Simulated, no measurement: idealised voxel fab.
A process module follows: voxel air gaps.
Shown is cross-section cut, with a width of 165 nm and square cells of size 5 nm.
A cross-section is a grid of square cells, given in bands from the top down. A band is one or more rows of cells. Band: top height; bottom height; in nm. Then, left to right: material with width in nm, for each material. "full width": a single material spanning edge to edge. "air": empty space. All heights in this document are referenced to 0, defined as the level beneath which the wafer, as received, consists entirely of one material. The lowest band is not bounded below; it extends indefinitely downward and is written in the form "0 and below". So if you see something like "30 to 40" for the width, read it as the top row of the band sitting at the first number and the bottom row at the second, with every row in between moving by the same amount as the last. "left unchanged" for a step: no cell of the cross-section changed in that step. If an empty space has no open way to the top and is at least 8 cells in size, "Non-vented voids" lists it, written width x height at distance, where distance is measured from the left edge and every value is in nm. Heads up: the bit after the settings on a step's line is the simulator's remark on that step. You can add "overlay nm" to a step's line. For a step with a mask, it describes how far the mask lay to the right of its planned position, and a negative number describes a lay to the left.

**This section lists the process steps that were planned**
step 1: RECEIVE | material Si
step 2: CONFORMAL_DEP | material SiO2 | thk nm 10
step 3: CONFORMAL_DEP | material SiN | thk nm 5
step 4: DIRECTIONAL_DEP | material lowk | thk nm 35
step 5: PATTERN | tone open | mask id LINES | material resist | width nm 15 | pitch nm 40 | thk nm 15 | overlay nm 0
step 6: DIRECTIONAL_ETCH | etch materials lowk | depth nm 35
step 7: STRIP | etch materials resist
step 8: CONFORMAL_DEP | material TiN | thk nm 5
step 9: FILL_DEP | material W | thk nm 5
step 10: CMP | height nm 50
step 11: EPI | material Ru | thk nm 10
step 12: SELECTIVE_ETCH | etch materials lowk | depth nm 45
step 13: CONFORMAL_DEP | material SiCN | thk nm 5

**Wafer as received: cross-section following step 1**
0 and below = Si full width
Non-vented voids: none

**Here's the wafer cut in cross-section after the module, started and planned just like above, except one thing was done wrong in the run**
65 down to 60 = 25 of air | 125 of SiCN | 15 of air
60 down to 50 = 25 of air | 5 of SiCN | 35 of Ru | 5 of SiCN | 35 of Ru | 5 of SiCN | 35 of Ru | 5 of SiCN | 15 of air
50 down to 45 = 25 of air | 15 of SiCN | 5 of TiN | 5 of W | 5 of TiN | 25 of SiCN | 5 of TiN | 5 of W | 5 of TiN | 25 of SiCN | 5 of TiN | 5 of W | 5 of TiN | 15 of SiCN | 15 of air
45 down to 20 = 35 of air | 5 of SiCN | 5 of TiN | 5 of W | 5 of TiN | 5 of SiCN | 15 of air | 5 of SiCN | 5 of TiN | 5 of W | 5 of TiN | 5 of SiCN | 15 of air | 5 of SiCN | 5 of TiN | 5 of W | 5 of TiN | 5 of SiCN | 25 of air
20 down to 15 = 40 of SiCN | 15 of TiN | 25 of SiCN | 15 of TiN | 25 of SiCN | 15 of TiN | 30 of SiCN
15 down to 10 = SiN full width
10 down to 0 = SiO2 full width
0 and below = Si full width
Non-vented voids: 15 x 25 at 60; 15 x 25 at 100
Error vs. plan: note that step 5 departed from the planned setting and was carried out as PATTERN | tone open | mask id LINES | material resist | width nm 15 | pitch nm 40 | thk nm 15 | overlay nm 5
